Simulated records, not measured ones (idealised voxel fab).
The following process module bears the name voxel local oxidation.
Displayed cross-section: cut, width of 160 nm, square cells sized 5 nm.
Think of the cross-section as a grid of square cells. We describe it in bands, top to bottom, and each band covers one or more rows of those cells. Top, bottom (nm), then materials left to right with widths (nm); lone material tagged "full width" fills the whole band edge to edge; "blank" = empty space. Where do heights start? At 0: under that level the wafer as delivered is made of one material only. And the lowest band has no floor; it just carries on downward, as in "z 0 and below". Think of "30->40" as a width that walks from the first number to the second as you go down the band, top row to bottom row, taking equal-sized steps from row to row. Where the words "no modification" appear for a step, the cross-section shows no cell changed by that step; every cell remained as before. Enclosed voids (no open way to top), threshold 8 cells or more, entry "Encapsulated voids", notation width x height at distance, distance from left edge, nm. Step line, after settings: the simulator's comment on this step. overlay nm: mask right of planned place by this much (step with mask). Neg. = left.

INTENDED PROCESS STEPS
1) RECEIVE,material Si
2) CONFORMAL_DEP,material SiO2,thk nm 5
3) CONFORMAL_DEP,material SiN,thk nm 10
4) PATTERN,tone cover,mask id ACTIVE,material resist,width nm 95,thk nm 15,overlay nm 0
5) DIRECTIONAL_ETCH,etch materials SiN,depth nm 10
6) STRIP,etch materials resist
7) SELECTIVE_ETCH,etch materials SiO2,depth nm 5
8) OXIDIZE,depth nm 10
9) STRIP,etch materials SiN

CROSS-SECTION: WAFER ON ARRIVAL = AFTER STEP 1
z 0 and below | Si full width
Encapsulated voids: none

MODULE COMPLETE - CROSS-SECTION OF THE FIRST OF TWO WAFERS, RUN ACCORDING TO PLAN
z 5 to 0 | blank: 35, then SiO2: 85, then blank: 40
z 0 to -10 | SiO2: 45, then Si: 65, then SiO2: 50
z -10 and below | Si full width
Encapsulated voids: none

MODULE END: CROSS-SECTION OF WAFER TWO OF TWO. SAME START AND PROCESS PLAN AS THE FIRST WAFER. ONE MISTAKE DURING EXECUTION
z 5 to 0 | blank: 25, then SiO2: 85, then blank: 50
z 0 to -10 | SiO2: 35, then Si: 65, then SiO2: 60
z -10 and below | Si full width
Encapsulated voids: none
Where did the run depart from the plan? note that step 4 departed from the planned setting and was carried out as PATTERN,tone cover,mask id ACTIVE,material resist,width nm 95,thk nm 15,overlay nm -10
The concluding comparison shows that, measured in cells, each material is equally abundant on both wafers, albeit at different positions.
